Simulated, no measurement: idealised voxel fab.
voxel quadruple lines: a process module
Cross-section cut spans 140 nm and uses square cells 5 nm in size.
A cross-section is a grid of square cells, given in bands from the top down. A band is one or more rows of cells.
For a band, the entry starts with two heights in nm, that of the top and then that of the bottom, and carries on with the band's materials in order from left to right, each alongside its width in nm; the word "all across" beside a single material means it fills the band edge to edge, and "air" means empty space.
Ref level 0: as-received wafer is one material below here. Bottom band extends down with no lower bound ("0 -> down").
The width entry "30..40" should be interpreted row by row: the top row of cells in the band takes the first number, the bottom row takes the second number, and the change between adjacent rows is uniform throughout.
The cross-section has no changed cell in any step marked "everything unchanged".
For the entry "Enclosed cavities", the listed items are empty spaces with no open way to the top whose size is 8 cells or more; each item follows the pattern width x height at distance, where distance is from the left edge and all three are in nm.
Whatever follows a step's settings on its line is a remark the simulator itself makes about that step.
overlay nm: for a step with a mask, the amount by which the mask lay right of where it was planned; a negative amount means left of it.

Planned step list for the process
1 RECEIVE: material Si
2 CONFORMAL_DEP: material SiO2, thk nm 10
3 DIRECTIONAL_DEP: material Ru, thk nm 10
4 DIRECTIONAL_DEP: material polySi, thk nm 20
5 DIRECTIONAL_DEP: material aC, thk nm 20
6 PATTERN: tone cover, mask id MANDREL, material resist, width nm 35, thk nm 25, overlay nm 0
7 DIRECTIONAL_ETCH: etch materials aC, depth nm 20
8 STRIP: etch materials resist
9 CONFORMAL_DEP: material SiO2, thk nm 15
10 DIRECTIONAL_ETCH: etch materials SiO2, depth nm 15
11 STRIP: etch materials aC
12 DIRECTIONAL_ETCH: etch materials polySi, depth nm 20
13 STRIP: etch materials SiO2
14 CONFORMAL_DEP: material SiN, thk nm 10
15 DIRECTIONAL_ETCH: etch materials SiN, depth nm 10
16 STRIP: etch materials polySi
17 DIRECTIONAL_ETCH: etch materials Ru, depth nm 10
18 STRIP: etch materials SiN

Cross-section of the incoming wafer, state after step 1
    0 -> down = Si all across
    Enclosed cavities: none

Wafer cross-section at module end: first of two, run to plan
    20 -> 10 = 25 air / 10 Ru / 15 air / 10 Ru / 15 air / 10 Ru / 15 air / 10 Ru / 30 air
    10 -> 0 = SiO2 all across
    0 -> down = Si all across
    Enclosed cavities: none

Cross-section at end of module for the second wafer of two, which matched the first in starting point and plan and differed by one mistake in its processing
    20 -> 10 = 35 air / 10 Ru / 15 air / 10 Ru / 15 air / 10 Ru / 15 air / 10 Ru / 20 air
    10 -> 0 = SiO2 all across
    0 -> down = Si all across
    Enclosed cavities: none
The mistake made against the process plan was this: step 6 off recipe, ran as PATTERN: tone cover, mask id MANDREL, material resist, width nm 35, thk nm 25, overlay nm 10
Heads up: at the end the two wafers have identical cell counts per material, they're just laid out differently.
